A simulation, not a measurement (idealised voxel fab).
You're looking at the process module voxel self aligned vias.
Section shown: cut. Width: 180 nm. Cell size: 5 nm, square.
Cross-section, as written here: a square-cell grid given band by band from the top down, where a band holds one or more rows of cells. Band entry format. Leading values: height of top, height of bottom, nm. Remainder: materials in left-to-right order, each with its width in nm. Special words: "throughout" on a single material, which then fills the band edge to edge; "empty", empty space. Height datum 0, below which the as-received substrate wafer is one material. Lowest band open at the bottom, running downward: "from 0 down". Note: "30 to 40" means the width goes from the first number (top row of the band) to the second number (bottom row) in equal steps per row of cells. Given "no change" for a step, no cell of the cross-section differs between before and after that step. Voids not open to the top, 8 cells minimum: see "Enclosed cavities". Written width x height at distance; distance is from the left edge; nm. Formally, on a step line, whatever follows the settings is a remark that the simulator itself makes on the step. Among the settings permitted on a step's line is "overlay nm"; applied to a step with a mask, it specifies the extent to which the mask lay to the right of its planned position, whereas a negative figure signifies a position to the left.

So here's the lineup of process steps we planned
1. RECEIVE, material Si
2. CONFORMAL_DEP, material SiO2, thk nm 10
3. CONFORMAL_DEP, material SiCN, thk nm 5
4. DIRECTIONAL_DEP, material lowk, thk nm 25
5. MASKED_ETCH, tone open, mask id LINES, width nm 30, pitch nm 75, etch materials lowk, depth nm 25, overlay nm 0
6. CONFORMAL_DEP, material TiN, thk nm 5
7. FILL_DEP, material Ru, thk nm 5
8. CMP, height nm 40
9. SELECTIVE_ETCH, etch materials W Ru TiN, depth nm 5
10. FILL_DEP, material SiN, thk nm 5
11. CMP, height nm 40
12. DIRECTIONAL_DEP, material lowk, thk nm 20
13. DIRECTIONAL_DEP, material aC, thk nm 15
14. PATTERN, tone open, mask id VIAS, material resist, width nm 40, pitch nm 75, thk nm 30, overlay nm 0
15. DIRECTIONAL_ETCH, etch materials aC, depth nm 15
16. STRIP, etch materials resist
17. DIRECTIONAL_ETCH, etch materials lowk, depth nm 20
18. DIRECTIONAL_ETCH, etch materials SiN, depth nm 5
19. STRIP, etch materials aC
20. CONFORMAL_DEP, material TiN, thk nm 5
21. FILL_DEP, material Ru, thk nm 5
22. CMP, height nm 60
23. CONFORMAL_DEP, material SiN, thk nm 5
All wafers enter the flow in the same state. The width nm at step 14 differs from wafer to wafer, and the plan gives the value for the first wafer.

The as-received cross-section of the first of several wafers corresponds to the state after step 1
    from 0 down | Si throughout
    Enclosed cavities: none

Each row below is a wafer at the end of the module, listing for every material the number of cells it has gained (+) or lost (-) since it was received, followed by its closed voids
width nm 40, +68 Ru, +36 SiCN, +36 SiN, +72 SiO2, +56 TiN, +200 lowk, Enclosed cavities: none
width nm 45, +74 Ru, +36 SiCN, +36 SiN, +72 SiO2, +58 TiN, +192 lowk, Enclosed cavities: none
width nm 50, +80 Ru, +36 SiCN, +36 SiN, +72 SiO2, +60 TiN, +184 lowk, Enclosed cavities: none
width nm 55, +86 Ru, +36 SiCN, +36 SiN, +72 SiO2, +62 TiN, +176 lowk, Enclosed cavities: none
width nm 60, +92 Ru, +36 SiCN, +36 SiN, +72 SiO2, +64 TiN, +168 lowk, Enclosed cavities: none
